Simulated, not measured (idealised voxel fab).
The following process module bears the name voxel released beams.
Shown is cross-section cut, with a width of 200 nm and square cells of size 5 nm.
Cross-section spec: square-cell grid; bands listed top down; each band is one or more rows.
Top height, bottom height, nm. Materials left to right, width each, nm. Single material + "all across" = fills band edge to edge. "blank" = empty.
It should be noted that heights are counted from 0, beneath which the wafer as supplied is of one material throughout, and that the lowest band possesses no lower boundary but continues downward, as written in "0 -> down".
Read "30 to 40" as a graded width: first number on top, second number at the bottom, same change between each pair of neighbouring rows.
The designation "nothing altered", where it is given for a processing step, indicates that no cell of the cross-section was altered in the course of that step.
Basically, "Completely sealed voids" tells you about the enclosed voids: empty spaces with no open way to the top, 8 cells or bigger, each written width x height at distance, where distance is from the left edge, all in nm.
Formally, on a step line, whatever follows the settings is a remark that the simulator itself makes on the step.
overlay nm: how far to the right of its planned place the mask lay on this masked step (negative: to the left).
# Intended process steps
1) RECEIVE,material Si
2) CONFORMAL_DEP,material SiN,thk nm 5
3) DIRECTIONAL_DEP,material SiO2,thk nm 20
4) PATTERN,tone open,mask id ANCHOR,material resist,width nm 35,thk nm 15,overlay nm 0
5) DIRECTIONAL_ETCH,etch materials SiO2,depth nm 20
6) STRIP,etch materials resist
7) CONFORMAL_DEP,material polySi,thk nm 15
8) DIRECTIONAL_DEP,material aC,thk nm 15
9) PATTERN,tone cover,mask id BEAM,material resist,width nm 110,thk nm 30,overlay nm 0
10) DIRECTIONAL_ETCH,etch materials aC,depth nm 15
11) STRIP,etch materials resist
12) DIRECTIONAL_ETCH,etch materials polySi,depth nm 15
13) STRIP,etch materials aC
14) STRIP,etch materials SiO2
# Cross-section of the wafer as it came to us, i.e., already through step 1
* 0 -> down | Si all across
* Completely sealed voids: none
# Look at the cross-section after the module: the wafer started out the way shown above and the plan was the one shown above, yet one mistake was made along the way
* 55 -> 40 | blank=40 | polySi=110 | blank=50
* 40 -> 25 | polySi all across
* 25 -> 5 | SiO2=45 | polySi=35 | SiO2=120
* 5 -> 0 | SiN all across
* 0 -> down | Si all across
* Completely sealed voids: none
what went wrong: execution of plan step 7 occurred twice
